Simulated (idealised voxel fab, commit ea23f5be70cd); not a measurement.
Proc. module: voxel wiring stack
cross-section cut | 175 nm wide | cells 5 nm
Reading order for cross-sections: top band down to bottom band. Underlying form: a grid of square cells. Band size: one or more rows of cells. It is stipulated that each band's entry specify, in nanometres, the height of the top of the band and then that of its bottom, followed by the materials of the band in left-to-right sequence, each together with its width in nanometres. A single material marked by the word "edge to edge" is understood to fill the band from edge to edge; the word "air" is understood to denote empty space. Beneath 0, the wafer as received is one material, and that level is where height counting begins. The lowest band goes on downward without a bottom; it is written like "0..down". Read "30->40" as a graded width: first number on top, second number at the bottom, same change between each pair of neighbouring rows. The cross-section has no changed cell in any step marked "no change". What "Closed void inventory" gives you is every empty space of 8 cells or more that is cut off from the top. Each appears as width x height at distance, with the distance taken from the left edge and width, height and distance all in nm. Text after the settings on a step's line: the simulator's own remark on that step. When a step includes a mask, the "overlay nm" setting on its line states how far to the right of its planned place that mask lay, and negative values state how far to the left.
### Set out below are the planned steps of the process
- 1: RECEIVE,material Si
- 2: CONFORMAL_DEP,material SiO2,thk nm 10
- 3: CONFORMAL_DEP,material SiCN,thk nm 5
- 4: DIRECTIONAL_DEP,material SiO2,thk nm 25
- 5: DIRECTIONAL_DEP,material aC,thk nm 15
- 6: PATTERN,tone open,mask id METAL_1,material resist,width nm 25,pitch nm 40,thk nm 30,overlay nm 0
- 7: DIRECTIONAL_ETCH,etch materials aC,depth nm 15
- 8: STRIP,etch materials resist
- 9: DIRECTIONAL_ETCH,etch materials SiO2,depth nm 25
- 10: DIRECTIONAL_ETCH,etch materials SiCN,depth nm 5
- 11: STRIP,etch materials aC
- 12: CONFORMAL_DEP,material TiN,thk nm 5
- 13: FILL_DEP,material Ru,thk nm 5
- 14: CMP,height nm 40
- 15: EPI,material Ru,thk nm 5
- 16: FILL_DEP,material SiCN,thk nm 5
- 17: DIRECTIONAL_DEP,material SiO2,thk nm 25
- 18: MASKED_ETCH,tone open,mask id METAL_2,width nm 25,pitch nm 40,etch materials SiO2,depth nm 15,overlay nm 0
- 19: PATTERN,tone open,mask id METAL_2_HOLES,material resist,width nm 15,pitch nm 40,thk nm 15,overlay nm 0
- 20: DIRECTIONAL_ETCH,etch materials SiO2,depth nm 10
- 21: DIRECTIONAL_ETCH,etch materials SiCN,depth nm 5
- 22: STRIP,etch materials resist
- 23: CONFORMAL_DEP,material TiN,thk nm 5
- 24: FILL_DEP,material Cu,thk nm 5
- 25: CMP,height nm 75
- 26: CONFORMAL_DEP,material SiCN,thk nm 5
### As-received wafer cross-section (after step 1)
0..down | Si edge to edge
Closed void inventory: none
### End-of-module cross-section of the first of two wafers, processed as planned
80..75 | SiCN edge to edge
75..65 | SiO2=35, TiN=5, Cu=15, TiN=5, SiO2=15, TiN=5, Cu=15, TiN=5, SiO2=15, TiN=5, Cu=15, TiN=5, SiO2=35
65..60 | SiO2=35, TiN=5, Cu=5, TiN=15, SiO2=15, TiN=5, Cu=5, TiN=15, SiO2=15, TiN=5, Cu=5, TiN=15, SiO2=35
60..50 | SiO2=35, TiN=5, Cu=5, TiN=5, SiO2=25, TiN=5, Cu=5, TiN=5, SiO2=25, TiN=5, Cu=5, TiN=5, SiO2=45
50..45 | SiCN=35, TiN=15, SiCN=25, TiN=15, SiCN=25, TiN=15, SiCN=45
45..40 | SiCN=30, Ru=35, SiCN=5, Ru=35, SiCN=5, Ru=35, SiCN=30
40..15 | SiO2=35, TiN=5, Ru=15, TiN=5, SiO2=15, TiN=5, Ru=15, TiN=5, SiO2=15, TiN=5, Ru=15, TiN=5, SiO2=35
15..10 | SiCN=35, TiN=25, SiCN=15, TiN=25, SiCN=15, TiN=25, SiCN=35
10..0 | SiO2 edge to edge
0..down | Si edge to edge
Closed void inventory: none
### Cross-section, wafer two of two, end of module: same start and plan as wafer one, one error in execution
80..75 | SiCN edge to edge
75..50 | SiO2 edge to edge
50..45 | SiCN edge to edge
45..40 | SiCN=30, Ru=35, SiCN=5, Ru=35, SiCN=5, Ru=35, SiCN=30
40..15 | SiO2=35, TiN=5, Ru=15, TiN=5, SiO2=15, TiN=5, Ru=15, TiN=5, SiO2=15, TiN=5, Ru=15, TiN=5, SiO2=35
15..10 | SiCN=35, TiN=25, SiCN=15, TiN=25, SiCN=15, TiN=25, SiCN=35
10..0 | SiO2 edge to edge
0..down | Si edge to edge
Closed void inventory: none
Processing error: plan step 17 ran twice
Final tally in cells, some materials are higher or lower on the second wafer than on the first: 27 fewer of Cu, 9 more of SiCN, 63 more of SiO2, 45 fewer of TiN
